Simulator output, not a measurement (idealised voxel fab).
process module | voxel wiring stack
cross-section cut | 195 nm wide | cells 5 nm
A cross-section is a grid of square cells, given in bands from the top down. A band is one or more rows of cells.
Each band's line starts with the height of the band's top and of its bottom, in nm. Then come its materials from left to right, each with its width in nm. One material with "throughout" fills the band from edge to edge. "air" is empty space.
Height 0 is the level under which the wafer as received is all one material. The lowest band goes on downwards, as in "0 down".
A width such as "30 to 40" changes by the same amount from each row of cells to the next, from the band's top row to its bottom row.
"no change" after a step means that no cell of the cross-section changed.
closed voids: empty space of 8 cells or more with no open way to the top, each as width x height at its distance from the left edge, in nm
after a step's settings: what the simulator itself notes on the step
overlay nm, on a step with a mask: how far to the right of its planned place the mask lay; to the left if negative
plan
1 op RECEIVE | material Si
2 op CONFORMAL_DEP | material SiO2 | thk nm 10
3 op DIRECTIONAL_DEP | material TiN | thk nm 5
4 op DIRECTIONAL_DEP | material W | thk nm 20
5 op MASKED_ETCH | tone cover | mask id METAL_1 | width nm 25 | pitch nm 40 | etch materials W | depth nm 20 | overlay nm 0
6 op MASKED_ETCH | tone cover | mask id METAL_1 | width nm 25 | pitch nm 40 | etch materials TiN | depth nm 5 | overlay nm 0
7 op CONFORMAL_DEP | material SiN | thk nm 5
8 op FILL_DEP | material lowk | thk nm 5
9 op CMP | height nm 35
10 op CONFORMAL_DEP | material SiCN | thk nm 5
11 op DIRECTIONAL_DEP | material lowk | thk nm 15
12 op MASKED_ETCH | tone open | mask id PLUG_1 | width nm 15 | pitch nm 40 | etch materials lowk | depth nm 15 | overlay nm 0
13 op MASKED_ETCH | tone open | mask id PLUG_1 | width nm 15 | pitch nm 40 | etch materials SiCN | depth nm 5 | overlay nm 0
14 op EPI | material Ru | thk nm 10
15 op EPI | material Ru | thk nm 10
16 op CONFORMAL_DEP | material SiCN | thk nm 5
17 op DIRECTIONAL_DEP | material SiO2 | thk nm 20
18 op PATTERN | tone open | mask id METAL_2 | material resist | width nm 25 | pitch nm 40 | thk nm 20 | overlay nm 0
19 op DIRECTIONAL_ETCH | etch materials SiO2 | depth nm 20
20 op DIRECTIONAL_ETCH | etch materials SiCN | depth nm 5
21 op STRIP | etch materials resist
22 op CONFORMAL_DEP | material TiN | thk nm 5
23 op FILL_DEP | material Ru | thk nm 5
24 op CMP | height nm 80
25 op CONFORMAL_DEP | material SiCN | thk nm 5
first wafer, as planned
as received, after step 1
  0 down: Si throughout
  closed voids: none
after step 2
  10 to 0: SiO2 throughout
  below 0: unchanged
after step 3
  15 to 10: TiN throughout
  below 10: unchanged
after step 4
  35 to 15: W throughout
  below 15: unchanged
after step 5
  35 to 15: air 25 | W 25 | air 15 | W 25 | air 15 | W 25 | air 15 | W 25 | air 25
  below 15: unchanged
after step 6
  35 to 15: air 25 | W 25 | air 15 | W 25 | air 15 | W 25 | air 15 | W 25 | air 25
  15 to 10: air 25 | TiN 25 | air 15 | TiN 25 | air 15 | TiN 25 | air 15 | TiN 25 | air 25
  below 10: unchanged
after step 7
  40 to 35: air 20 | SiN 35 | air 5 | SiN 35 | air 5 | SiN 35 | air 5 | SiN 35 | air 20
  35 to 15: air 20 | SiN 5 | W 25 | SiN 5 | air 5 | SiN 5 | W 25 | SiN 5 | air 5 | SiN 5 | W 25 | SiN 5 | air 5 | SiN 5 | W 25 | SiN 5 | air 20
  15 to 10: SiN 25 | TiN 25 | SiN 15 | TiN 25 | SiN 15 | TiN 25 | SiN 15 | TiN 25 | SiN 25
  below 10: unchanged
after step 8
  45 to 40: lowk throughout
  40 to 35: lowk 20 | SiN 35 | lowk 5 | SiN 35 | lowk 5 | SiN 35 | lowk 5 | SiN 35 | lowk 20
  35 to 15: lowk 20 | SiN 5 | W 25 | SiN 5 | lowk 5 | SiN 5 | W 25 | SiN 5 | lowk 5 | SiN 5 | W 25 | SiN 5 | lowk 5 | SiN 5 | W 25 | SiN 5 | lowk 20
  below 15: unchanged
after step 9
  35 to 15: lowk 20 | SiN 5 | W 25 | SiN 5 | lowk 5 | SiN 5 | W 25 | SiN 5 | lowk 5 | SiN 5 | W 25 | SiN 5 | lowk 5 | SiN 5 | W 25 | SiN 5 | lowk 20
  below 15: unchanged
after step 10
  40 to 35: SiCN throughout
  below 35: unchanged
after step 11
  55 to 40: lowk throughout
  below 40: unchanged
after step 12
  55 to 40: lowk 25 | air 15 | lowk 25 | air 15 | lowk 25 | air 15 | lowk 25 | air 15 | lowk 35
  below 40: unchanged
after step 13
  55 to 40: lowk 25 | air 15 | lowk 25 | air 15 | lowk 25 | air 15 | lowk 25 | air 15 | lowk 35
  40 to 35: SiCN 25 | air 15 | SiCN 25 | air 15 | SiCN 25 | air 15 | SiCN 25 | air 15 | SiCN 35
  below 35: unchanged
after step 14
  55 to 45: lowk 25 | air 15 | lowk 25 | air 15 | lowk 25 | air 15 | lowk 25 | air 15 | lowk 35
  45 to 40: lowk 25 | Ru 15 | lowk 25 | Ru 15 | lowk 25 | Ru 15 | lowk 25 | Ru 15 | lowk 35
  40 to 35: SiCN 25 | Ru 15 | SiCN 25 | Ru 15 | SiCN 25 | Ru 15 | SiCN 25 | Ru 15 | SiCN 35
  below 35: unchanged
after step 15
  55 to 40: lowk 25 | Ru 15 | lowk 25 | Ru 15 | lowk 25 | Ru 15 | lowk 25 | Ru 15 | lowk 35
  below 40: unchanged
after step 16
  60 to 55: SiCN throughout
  below 55: unchanged
after step 17
  80 to 60: SiO2 throughout
  below 60: unchanged
after step 18
  100 to 80: resist 25 | air 25 | resist 15 | air 25 | resist 15 | air 25 | resist 15 | air 25 | resist 25
  below 80: unchanged
after step 19
  100 to 80: resist 25 | air 25 | resist 15 | air 25 | resist 15 | air 25 | resist 15 | air 25 | resist 25
  80 to 60: SiO2 25 | air 25 | SiO2 15 | air 25 | SiO2 15 | air 25 | SiO2 15 | air 25 | SiO2 25
  below 60: unchanged
after step 20
  100 to 80: resist 25 | air 25 | resist 15 | air 25 | resist 15 | air 25 | resist 15 | air 25 | resist 25
  80 to 60: SiO2 25 | air 25 | SiO2 15 | air 25 | SiO2 15 | air 25 | SiO2 15 | air 25 | SiO2 25
  60 to 55: SiCN 25 | air 25 | SiCN 15 | air 25 | SiCN 15 | air 25 | SiCN 15 | air 25 | SiCN 25
  below 55: unchanged
after step 21
  80 to 60: SiO2 25 | air 25 | SiO2 15 | air 25 | SiO2 15 | air 25 | SiO2 15 | air 25 | SiO2 25
  below 60: unchanged
after step 22
  85 to 80: TiN 30 | air 15 | TiN 25 | air 15 | TiN 25 | air 15 | TiN 25 | air 15 | TiN 30
  80 to 60: SiO2 25 | TiN 5 | air 15 | TiN 5 | SiO2 15 | TiN 5 | air 15 | TiN 5 | SiO2 15 | TiN 5 | air 15 | TiN 5 | SiO2 15 | TiN 5 | air 15 | TiN 5 | SiO2 25
  60 to 55: SiCN 25 | TiN 25 | SiCN 15 | TiN 25 | SiCN 15 | TiN 25 | SiCN 15 | TiN 25 | SiCN 25
  below 55: unchanged
after step 23
  90 to 85: Ru throughout
  85 to 80: TiN 30 | Ru 15 | TiN 25 | Ru 15 | TiN 25 | Ru 15 | TiN 25 | Ru 15 | TiN 30
  80 to 60: SiO2 25 | TiN 5 | Ru 15 | TiN 5 | SiO2 15 | TiN 5 | Ru 15 | TiN 5 | SiO2 15 | TiN 5 | Ru 15 | TiN 5 | SiO2 15 | TiN 5 | Ru 15 | TiN 5 | SiO2 25
  below 60: unchanged
after step 24
  80 to 60: SiO2 25 | TiN 5 | Ru 15 | TiN 5 | SiO2 15 | TiN 5 | Ru 15 | TiN 5 | SiO2 15 | TiN 5 | Ru 15 | TiN 5 | SiO2 15 | TiN 5 | Ru 15 | TiN 5 | SiO2 25
  below 60: unchanged
after step 25
  85 to 80: SiCN throughout
  below 80: unchanged
second wafer: like start, like plan, one mistake. Through step 17 it matches the first wafer
when step 18 should have ended
  100 to 80: resist 30 | air 20 | resist 20 | air 20 | resist 20 | air 20 | resist 20 | air 20 | resist 25
  below 80: unchanged
when step 19 should have ended
  100 to 80: resist 30 | air 20 | resist 20 | air 20 | resist 20 | air 20 | resist 20 | air 20 | resist 25
  80 to 60: SiO2 30 | air 20 | SiO2 20 | air 20 | SiO2 20 | air 20 | SiO2 20 | air 20 | SiO2 25
  below 60: unchanged
when step 20 should have ended
  100 to 80: resist 30 | air 20 | resist 20 | air 20 | resist 20 | air 20 | resist 20 | air 20 | resist 25
  80 to 60: SiO2 30 | air 20 | SiO2 20 | air 20 | SiO2 20 | air 20 | SiO2 20 | air 20 | SiO2 25
  60 to 55: SiCN 30 | air 20 | SiCN 20 | air 20 | SiCN 20 | air 20 | SiCN 20 | air 20 | SiCN 25
  below 55: unchanged
when step 21 should have ended
  80 to 60: SiO2 30 | air 20 | SiO2 20 | air 20 | SiO2 20 | air 20 | SiO2 20 | air 20 | SiO2 25
  below 60: unchanged
when step 22 should have ended
  85 to 80: TiN 35 | air 10 | TiN 30 | air 10 | TiN 30 | air 10 | TiN 30 | air 10 | TiN 30
  80 to 60: SiO2 30 | TiN 5 | air 10 | TiN 5 | SiO2 20 | TiN 5 | air 10 | TiN 5 | SiO2 20 | TiN 5 | air 10 | TiN 5 | SiO2 20 | TiN 5 | air 10 | TiN 5 | SiO2 25
  60 to 55: SiCN 30 | TiN 20 | SiCN 20 | TiN 20 | SiCN 20 | TiN 20 | SiCN 20 | TiN 20 | SiCN 25
  below 55: unchanged
when step 23 should have ended
  90 to 85: Ru throughout
  85 to 80: TiN 35 | Ru 10 | TiN 30 | Ru 10 | TiN 30 | Ru 10 | TiN 30 | Ru 10 | TiN 30
  80 to 60: SiO2 30 | TiN 5 | Ru 10 | TiN 5 | SiO2 20 | TiN 5 | Ru 10 | TiN 5 | SiO2 20 | TiN 5 | Ru 10 | TiN 5 | SiO2 20 | TiN 5 | Ru 10 | TiN 5 | SiO2 25
  below 60: unchanged
when step 24 should have ended
  80 to 60: SiO2 30 | TiN 5 | Ru 10 | TiN 5 | SiO2 20 | TiN 5 | Ru 10 | TiN 5 | SiO2 20 | TiN 5 | Ru 10 | TiN 5 | SiO2 20 | TiN 5 | Ru 10 | TiN 5 | SiO2 25
  below 60: unchanged
when step 25 should have ended
  85 to 80: SiCN throughout
  below 80: unchanged
what went wrong: step 18 ran as: op PATTERN | tone open | mask id METAL_2 | material resist | width nm 20 | pitch nm 40 | thk nm 20 | overlay nm 0
at the end the second wafer has, in cells: 16 fewer of Ru | 4 more of SiCN | 16 more of SiO2 | 4 fewer of TiN
